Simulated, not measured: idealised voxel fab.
Proc. module: voxel gate over fins
Xsec cut, 220 nm wide, square cell size 5 nm.
Each cross-section below is a grid of square cells, stated as bands in top-down order, with one or more rows of cells making up each band.
For a band, the entry starts with two heights in nm, that of the top and then that of the bottom, and carries on with the band's materials in order from left to right, each alongside its width in nm; the word "full width" beside a single material means it fills the band edge to edge, and "blank" means empty space.
Beneath 0, the wafer as received is one material, and that level is where height counting begins. The lowest band goes on downward without a bottom; it is written like "top 0, no bottom".
The width entry "30->40" should be interpreted row by row: the top row of cells in the band takes the first number, the bottom row takes the second number, and the change between adjacent rows is uniform throughout.
Any step labelled "left unchanged" changed none of the cells in the cross-section.
"Fully closed voids" specifies each empty space that is not open to the top and that occupies no fewer than 8 cells, using the form width x height at distance, the distance measured from the left edge and all three quantities in nm.
It should be noted that, on the line of a given step, the content following the step's settings is a remark produced by the simulator itself with respect to that step.
On any step carrying a mask, the "overlay nm" setting, if present on the step's line, tells how far right of its planned place the mask lay; negative values point to the left.
These are the steps we planned for the process:
1: RECEIVE with material Si
2: CONFORMAL_DEP with material SiN, thk nm 5
3: MASKED_ETCH with tone cover, mask id FINS, width nm 15, pitch nm 45, etch materials SiN, depth nm 5, overlay nm 0
4: MASKED_ETCH with tone cover, mask id FINS, width nm 15, pitch nm 45, etch materials Si, depth nm 30, overlay nm 0
5: FILL_DEP with material SiO2, thk nm 15
6: CMP with height nm 5
7: SELECTIVE_ETCH with etch materials SiO2, depth nm 20
8: STRIP with etch materials SiN
9: CONFORMAL_DEP with material HfO2, thk nm 5
10: CONFORMAL_DEP with material TiN, thk nm 5
11: FILL_DEP with material W, thk nm 15
12: CMP with height nm 20
13: CONFORMAL_DEP with material SiN, thk nm 5
Step 1 complete: cross-section of the wafer as received:
* top 0, no bottom  Si full width
* Fully closed voids: none
Cross-section, first of two wafers, end of module, run as planned:
* top 25, bottom 20  SiN full width
* top 20, bottom 10  W full width
* top 10, bottom 5  25 of W / 35 of TiN / 10 of W / 35 of TiN / 10 of W / 35 of TiN / 10 of W / 35 of TiN / 25 of W
* top 5, bottom 0  25 of W / 5 of TiN / 25 of HfO2 / 5 of TiN / 10 of W / 5 of TiN / 25 of HfO2 / 5 of TiN / 10 of W / 5 of TiN / 25 of HfO2 / 5 of TiN / 10 of W / 5 of TiN / 25 of HfO2 / 5 of TiN / 25 of W
* top 0, bottom -5  25 of W / 5 of TiN / 5 of HfO2 / 15 of Si / 5 of HfO2 / 5 of TiN / 10 of W / 5 of TiN / 5 of HfO2 / 15 of Si / 5 of HfO2 / 5 of TiN / 10 of W / 5 of TiN / 5 of HfO2 / 15 of Si / 5 of HfO2 / 5 of TiN / 10 of W / 5 of TiN / 5 of HfO2 / 15 of Si / 5 of HfO2 / 5 of TiN / 25 of W
* top -5, bottom -10  30 of TiN / 5 of HfO2 / 15 of Si / 5 of HfO2 / 20 of TiN / 5 of HfO2 / 15 of Si / 5 of HfO2 / 20 of TiN / 5 of HfO2 / 15 of Si / 5 of HfO2 / 20 of TiN / 5 of HfO2 / 15 of Si / 5 of HfO2 / 30 of TiN
* top -10, bottom -15  35 of HfO2 / 15 of Si / 30 of HfO2 / 15 of Si / 30 of HfO2 / 15 of Si / 30 of HfO2 / 15 of Si / 35 of HfO2
* top -15, bottom -30  35 of SiO2 / 15 of Si / 30 of SiO2 / 15 of Si / 30 of SiO2 / 15 of Si / 30 of SiO2 / 15 of Si / 35 of SiO2
* top -30, no bottom  Si full width
* Fully closed voids: none
The second wafer, shown in cross-section after the module: started the same way as the first and given the same plan, yet one mistake crept into how it was run:
* top 25, bottom 20  SiN full width
* top 20, bottom 5  W full width
* top 5, bottom 0  25 of W / 35 of TiN / 10 of W / 35 of TiN / 10 of W / 35 of TiN / 10 of W / 35 of TiN / 25 of W
* top 0, bottom -5  25 of W / 5 of TiN / 25 of HfO2 / 5 of TiN / 10 of W / 5 of TiN / 25 of HfO2 / 5 of TiN / 10 of W / 5 of TiN / 25 of HfO2 / 5 of TiN / 10 of W / 5 of TiN / 25 of HfO2 / 5 of TiN / 25 of W
* top -5, bottom -15  25 of W / 5 of TiN / 5 of HfO2 / 15 of Si / 5 of HfO2 / 5 of TiN / 10 of W / 5 of TiN / 5 of HfO2 / 15 of Si / 5 of HfO2 / 5 of TiN / 10 of W / 5 of TiN / 5 of HfO2 / 15 of Si / 5 of HfO2 / 5 of TiN / 10 of W / 5 of TiN / 5 of HfO2 / 15 of Si / 5 of HfO2 / 5 of TiN / 25 of W
* top -15, bottom -20  30 of TiN / 5 of HfO2 / 15 of Si / 5 of HfO2 / 20 of TiN / 5 of HfO2 / 15 of Si / 5 of HfO2 / 20 of TiN / 5 of HfO2 / 15 of Si / 5 of HfO2 / 20 of TiN / 5 of HfO2 / 15 of Si / 5 of HfO2 / 30 of TiN
* top -20, bottom -25  35 of HfO2 / 15 of Si / 30 of HfO2 / 15 of Si / 30 of HfO2 / 15 of Si / 30 of HfO2 / 15 of Si / 35 of HfO2
* top -25, bottom -30  35 of SiO2 / 15 of Si / 30 of SiO2 / 15 of Si / 30 of SiO2 / 15 of Si / 30 of SiO2 / 15 of Si / 35 of SiO2
* top -30, no bottom  Si full width
* Fully closed voids: none
The plan and the run diverged here: the process deviated at step 6: the operation and settings actually run there were CMP with height nm -5
Heads up, by the end the second wafer has more or fewer cells of some materials compared to the first: HfO2: 8 more | Si: 12 fewer | SiO2: 64 fewer | TiN: 8 more | W: 60 more
